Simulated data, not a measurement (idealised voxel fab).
Module name: voxel quadruple lines (process module)
Cross-sectional view cut (width: 255 nm; square cell size: 5 nm).
Bands, listed from the top down, are how a cross-section gets written in this document; the cross-section itself is a grid of square cells, and a band is one or more rows of them. A band entry consists of two parts. The first gives the height of the band's top and the height of its bottom, in nm. The rest lists the band's materials from left to right, each with its width in nm. A single material labelled with the word "throughout" fills the band from edge to edge, and the word "empty" marks empty space. Height is counted from the level 0, under which the received wafer is composed throughout of one material. The lowest of the bands is not closed at the bottom but continues downward, in the notation "z 0 and below". Width: "30->40" (first number = top row, second number = bottom row, same change from row to row of cells). A step reported as "no change occurred" is a step in which no cell of the cross-section changed. You'll see "Voids, fully enclosed" listing empty spaces that have no way open to the top, as long as they're 8 cells or more; the notation is width x height at distance, where the distance is from the left edge, and all of it is in nm. On each step's line, the part that comes after the settings is the simulator's own comment on the step. The "overlay nm" setting may appear on a step's line; for a step that uses a mask, it gives how far to the right of its planned position the mask lay, and a negative value indicates the left.
PROCESS STEPS (PLANNED)
| 1 | RECEIVE (material Si) |
| 2 | CONFORMAL_DEP (material SiO2; thk nm 10) |
| 3 | DIRECTIONAL_DEP (material Ru; thk nm 10) |
| 4 | DIRECTIONAL_DEP (material polySi; thk nm 20) |
| 5 | DIRECTIONAL_DEP (material aC; thk nm 20) |
| 6 | PATTERN (tone cover; mask id MANDREL; material resist; width nm 35; thk nm 30; overlay nm 0) |
| 7 | DIRECTIONAL_ETCH (etch materials aC; depth nm 20) |
| 8 | STRIP (etch materials resist) |
| 9 | CONFORMAL_DEP (material SiO2; thk nm 15) |
| 10 | DIRECTIONAL_ETCH (etch materials SiO2; depth nm 15) |
| 11 | STRIP (etch materials aC) |
| 12 | DIRECTIONAL_ETCH (etch materials polySi; depth nm 20) |
| 13 | STRIP (etch materials SiO2) |
| 14 | CONFORMAL_DEP (material SiCN; thk nm 10) |
| 15 | DIRECTIONAL_ETCH (etch materials SiCN; depth nm 10) |
| 16 | STRIP (etch materials polySi) |
| 17 | DIRECTIONAL_ETCH (etch materials Ru; depth nm 10) |
| 18 | STRIP (etch materials SiCN) |
| 19 | FILL_DEP (material lowk; thk nm 5) |
| 20 | CMP (height nm 20) |
WAFER AS RECEIVED: CROSS-SECTION FOLLOWING STEP 1
* z 0 and below  Si throughout
* Voids, fully enclosed: none
END-OF-MODULE XS, FIRST OF TWO WAFERS, RUN AS PLANNED
* z 20 to 10  lowk (85)  Ru (10)  lowk (15)  Ru (10)  lowk (15)  Ru (10)  lowk (15)  Ru (10)  lowk (85)
* z 10 to 0  SiO2 throughout
* z 0 and below  Si throughout
* Voids, fully enclosed: none
CROSS-SECTION, WAFER TWO OF TWO, END OF MODULE: SAME START AND PLAN AS WAFER ONE, ONE ERROR IN EXECUTION
* z 20 to 15  lowk throughout
* z 15 to 10  lowk (85)  Ru (10)  lowk (15)  Ru (10)  lowk (15)  Ru (10)  lowk (15)  Ru (10)  lowk (85)
* z 10 to 0  SiO2 throughout
* z 0 and below  Si throughout
* Voids, fully enclosed: none
Processing error: step 3 ran differently from the plan; actual operation with settings: DIRECTIONAL_DEP (material Ru; thk nm 5)
FYI, end of process, the second wafer has more or fewer cells of some materials than the first: 8 fewer of Ru; 8 more of lowk
